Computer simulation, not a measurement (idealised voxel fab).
Proc. module: voxel released beams
Cross-section cut spans 225 nm and uses square cells 5 nm in size.
A cross-section in this document is a grid of square cells, and it is written down as bands, the top band listed before the ones below it; a band is made up of one or more rows of cells. The entry gives the band's vertical extent as a top height and a bottom height in nm, then its horizontal make-up as materials from left to right, each with a width in nm. "empty" stands for empty space; a single material marked "edge to edge" fills the band edge to edge. Ref level 0: as-received wafer is one material below here. Bottom band extends down with no lower bound ("0 and below"). Width spec "30 to 40" -> top row of cells at first value, bottom row at second value, equal per-row change in between. Take "same as before" at face value: in the step it is given for, the cross-section changed in none of its cells. The label "Entrapped void list" introduces a list of the empty spaces, 8 cells or larger, that have no open way up to the top; each entry in it reads width x height at distance, where the distance is taken from the left edge and all three are stated in nm. On a step's line, text after the settings is the simulator commenting on that step. The line of a step may include "overlay nm". On a step with a mask, this value is how far to the right of its planned place the mask lay. A negative value means the mask lay to the left.

## Listed below are the process steps as planned
- 1: RECEIVE with material Si
- 2: CONFORMAL_DEP with material Al2O3, thk nm 10
- 3: DIRECTIONAL_DEP with material SiO2, thk nm 15
- 4: MASKED_ETCH with tone open, mask id ANCHOR, width nm 45, etch materials SiO2, depth nm 15, overlay nm 0
- 5: CONFORMAL_DEP with material polySi, thk nm 15
- 6: MASKED_ETCH with tone cover, mask id BEAM, width nm 100, etch materials polySi, depth nm 15, overlay nm 0
- 7: STRIP with etch materials SiO2

## Step 1 complete: cross-section of the wafer as received
    0 and below | Si edge to edge
    Entrapped void list: none

## Post-module cross-section of the first of two wafers (run per plan)
    40 down to 25 | 60 of empty  20 of polySi  15 of empty  65 of polySi  65 of empty
    25 down to 10 | 65 of empty  45 of polySi  115 of empty
    10 down to 0 | Al2O3 edge to edge
    0 and below | Si edge to edge
    Entrapped void list: none

## End of module, second wafer, cross-section. Started like the first, planned like the first, run with one mistake
    40 down to 25 | 60 of empty  100 of polySi  65 of empty
    25 down to 15 | Al2O3 edge to edge
    15 down to 0 | SiO2 edge to edge
    0 and below | Si edge to edge
    Entrapped void list: none
What went wrong in running the wafer? plan vs actual: 2 and 3 interchanged
The final cell counts differ between the wafers, with the second having more or fewer of some materials than the first: 135 more of SiO2; 18 fewer of polySi
